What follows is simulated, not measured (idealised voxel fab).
process module | voxel ribs on slabs
cross-section cut | 160 nm wide | cells 5 nm
A cross-section is a grid of square cells, given in bands from the top down. A band is one or more rows of cells.
Each band's line starts with the height of the band's top and of its bottom, in nm. Then come its materials from left to right, each with its width in nm. One material with "throughout" fills the band from edge to edge. "air" is empty space.
Height 0 is the level under which the wafer as received is all one material. The lowest band goes on downwards, as in "0 down".
A width such as "30 to 40" changes by the same amount from each row of cells to the next, from the band's top row to its bottom row.
"no change" after a step means that no cell of the cross-section changed.
closed voids: empty space of 8 cells or more with no open way to the top, each as width x height at its distance from the left edge, in nm
after a step's settings: what the simulator itself notes on the step
overlay nm, on a step with a mask: how far to the right of its planned place the mask lay; to the left if negative
plan
1 op RECEIVE | material Si
2 op DIRECTIONAL_DEP | material SiO2 | thk nm 20
3 op DIRECTIONAL_DEP | material polySi | thk nm 25
4 op DIRECTIONAL_DEP | material aC | thk nm 10
5 op PATTERN | tone cover | mask id RIB | material resist | width nm 30 | thk nm 25 | overlay nm 0
6 op DIRECTIONAL_ETCH | etch materials aC | depth nm 10
7 op STRIP | etch materials resist
8 op DIRECTIONAL_ETCH | etch materials polySi | depth nm 5
9 op STRIP | etch materials aC
10 op DIRECTIONAL_DEP | material aC | thk nm 15
11 op PATTERN | tone cover | mask id SLAB | material resist | width nm 80 | thk nm 35 | overlay nm 0
12 op DIRECTIONAL_ETCH | etch materials aC | depth nm 15
13 op STRIP | etch materials resist
14 op DIRECTIONAL_ETCH | etch materials polySi | depth nm 20
15 op STRIP | etch materials aC
16 op FILL_DEP | material SiO2 | thk nm 20
17 op CMP | height nm 60
18 op DIRECTIONAL_DEP | material W | thk nm 10
19 op DIRECTIONAL_DEP | material aC | thk nm 15
20 op PATTERN | tone cover | mask id HEATER | material resist | width nm 40 | thk nm 30 | overlay nm 0
21 op DIRECTIONAL_ETCH | etch materials aC | depth nm 15
22 op STRIP | etch materials resist
23 op DIRECTIONAL_ETCH | etch materials W | depth nm 10
24 op STRIP | etch materials aC
25 op CONFORMAL_DEP | material SiO2 | thk nm 10
as received, after step 1
  0 down: Si throughout
  closed voids: none
first wafer at the end, as planned
  80 to 70: air 50 | SiO2 60 | air 50
  70 to 60: SiO2 60 | W 40 | SiO2 60
  60 to 45: SiO2 throughout
  45 to 40: SiO2 65 | polySi 30 | SiO2 65
  40 to 20: SiO2 40 | polySi 80 | SiO2 40
  20 to 0: SiO2 throughout
  0 down: Si throughout
  closed voids: none
second wafer at the end: like start, like plan, one mistake
  80 to 70: air 50 | SiO2 60 | air 50
  70 to 60: SiO2 60 | W 40 | SiO2 60
  60 to 40: SiO2 throughout
  40 to 25: polySi 40 | SiO2 80 | polySi 40
  25 to 20: polySi 40 | SiO2 25 | polySi 30 | SiO2 25 | polySi 40
  20 to 0: SiO2 throughout
  0 down: Si throughout
  closed voids: none
what went wrong: step 11 ran as: op PATTERN | tone open | mask id SLAB | material resist | width nm 80 | thk nm 35 | overlay nm 0
at the end the second wafer has, in cells: as many of each material as the first, in other places
